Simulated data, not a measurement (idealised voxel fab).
You're looking at the process module voxel ribs on slabs.
It is cross-section cut that appears here, measuring 270 nm in width, its square cells being 5 nm in size.
A cross-section is written here as square cells arranged in a grid, and it is given in bands from the top down, each band taking up one or more rows of cells. It is stipulated that each band's entry specify, in nanometres, the height of the top of the band and then that of its bottom, followed by the materials of the band in left-to-right sequence, each together with its width in nanometres. A single material marked by the word "all across" is understood to fill the band from edge to edge; the word "air" is understood to denote empty space. Convention: height 0 is the level below which the wafer, as received, is all one material. The lowest band does not terminate at the bottom but continues downward, represented as "0 and below". Top row gets the first number, bottom row gets the second, and each row in between changes by the same step: that is how a band width like "30..40" works. Where a step carries "nothing was modified", the cross-section came out of it unchanged, cell for cell. Voids lacking openings: empty space of 8 cells or more with no open way to the top, each as width x height at its distance from the left edge, in nm. Anything after a step's settings on that line? It's the simulator's own note about the step. overlay nm: for a step with a mask, the amount by which the mask lay right of where it was planned; a negative amount means left of it.
Process steps - plan:
1 RECEIVE: material Si
2 DIRECTIONAL_DEP: material SiO2, thk nm 25
3 DIRECTIONAL_DEP: material SiN, thk nm 20
4 PATTERN: tone cover, mask id RIB, material resist, width nm 30, thk nm 15, overlay nm 0
5 DIRECTIONAL_ETCH: etch materials SiN, depth nm 15
6 STRIP: etch materials resist
7 MASKED_ETCH: tone cover, mask id SLAB, width nm 80, etch materials SiN, depth nm 5, overlay nm 0
8 FILL_DEP: material SiO2, thk nm 25
9 CMP: height nm 65
10 DIRECTIONAL_DEP: material TiN, thk nm 5
11 DIRECTIONAL_DEP: material aC, thk nm 15
12 PATTERN: tone cover, mask id HEATER, material resist, width nm 40, thk nm 35, overlay nm 0
13 DIRECTIONAL_ETCH: etch materials aC, depth nm 15
14 STRIP: etch materials resist
15 DIRECTIONAL_ETCH: etch materials TiN, depth nm 5
16 STRIP: etch materials aC
17 CONFORMAL_DEP: material SiO2, thk nm 10
Incoming wafer, cross-sectional view, post step 1:
- 0 and below: Si all across
- Voids lacking openings: none
First wafer of two, sectioned at end of module; run went per plan:
- 80 down to 75: 105 air  60 SiO2  105 air
- 75 down to 70: SiO2 all across
- 70 down to 65: 115 SiO2  40 TiN  115 SiO2
- 65 down to 45: SiO2 all across
- 45 down to 30: 120 SiO2  30 SiN  120 SiO2
- 30 down to 25: 95 SiO2  80 SiN  95 SiO2
- 25 down to 0: SiO2 all across
- 0 and below: Si all across
- Voids lacking openings: none
Cross-section, wafer two of two, end of module: same start and plan as wafer one, one error in execution:
- 80 down to 75: 105 air  60 SiO2  105 air
- 75 down to 70: SiO2 all across
- 70 down to 65: 115 SiO2  40 TiN  115 SiO2
- 65 down to 45: SiO2 all across
- 45 down to 35: 120..95 SiO2  30..80 SiN  120..95 SiO2
- 35 down to 25: SiN all across
- 25 down to 0: SiO2 all across
- 0 and below: Si all across
- Voids lacking openings: none
Plan not followed: so step 5 ended up running with a different setting than we planned, it ran as DIRECTIONAL_ETCH: etch materials SiN, depth nm 5
Wafer comparison, final, in cells, second relative to first, materials more or fewer: 96 more of SiN; 96 fewer of SiO2
